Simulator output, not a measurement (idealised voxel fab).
process module | voxel released beams
cross-section cut | 175 nm wide | cells 5 nm
A cross-section is a grid of square cells, given in bands from the top down. A band is one or more rows of cells.
Each band's line starts with the height of the band's top and of its bottom, in nm. Then come its materials from left to right, each with its width in nm. One material with "throughout" fills the band from edge to edge. "air" is empty space.
Height 0 is the level under which the wafer as received is all one material. The lowest band goes on downwards, as in "0 down".
A width such as "30 to 40" changes by the same amount from each row of cells to the next, from the band's top row to its bottom row.
"no change" after a step means that no cell of the cross-section changed.
closed voids: empty space of 8 cells or more with no open way to the top, each as width x height at its distance from the left edge, in nm
after a step's settings: what the simulator itself notes on the step
overlay nm, on a step with a mask: how far to the right of its planned place the mask lay; to the left if negative
plan
1 op RECEIVE | material Si
2 op CONFORMAL_DEP | material SiN | thk nm 10
3 op DIRECTIONAL_DEP | material SiO2 | thk nm 20
4 op MASKED_ETCH | tone open | mask id ANCHOR | width nm 35 | etch materials SiO2 | depth nm 20 | overlay nm 0
5 op CONFORMAL_DEP | material W | thk nm 10
6 op MASKED_ETCH | tone cover | mask id BEAM | width nm 110 | etch materials W | depth nm 10 | overlay nm 0
7 op STRIP | etch materials SiO2
first wafer, as planned
as received, after step 1
  0 down: Si throughout
  closed voids: none
after step 2
  10 to 0: SiN throughout
  below 0: unchanged
after step 3
  30 to 10: SiO2 throughout
  below 10: unchanged
after step 4
  30 to 10: SiO2 35 | air 35 | SiO2 105
  below 10: unchanged
after step 5
  40 to 30: W 45 | air 15 | W 115
  30 to 20: SiO2 35 | W 10 | air 15 | W 10 | SiO2 105
  20 to 10: SiO2 35 | W 35 | SiO2 105
  below 10: unchanged
after step 6
  40 to 30: air 30 | W 15 | air 15 | W 80 | air 35
  below 30: unchanged
after step 7
  40 to 30: air 30 | W 15 | air 15 | W 80 | air 35
  30 to 20: air 35 | W 10 | air 15 | W 10 | air 105
  20 to 10: air 35 | W 35 | air 105
  below 10: unchanged
second wafer: like start, like plan, one mistake. Through step 1 it matches the first wafer
when step 2 should have ended
  20 to 0: SiO2 throughout
  below 0: unchanged
when step 3 should have ended
  30 to 20: SiN throughout
  below 20: unchanged
when step 4 should have ended: no change
when step 5 should have ended
  40 to 30: W throughout
  below 30: unchanged
when step 6 should have ended
  40 to 30: air 30 | W 110 | air 35
  below 30: unchanged
when step 7 should have ended: no change
what went wrong: steps 2 and 3 were swapped
at the end the second wafer has, in cells: 140 more of SiO2 | 16 fewer of W
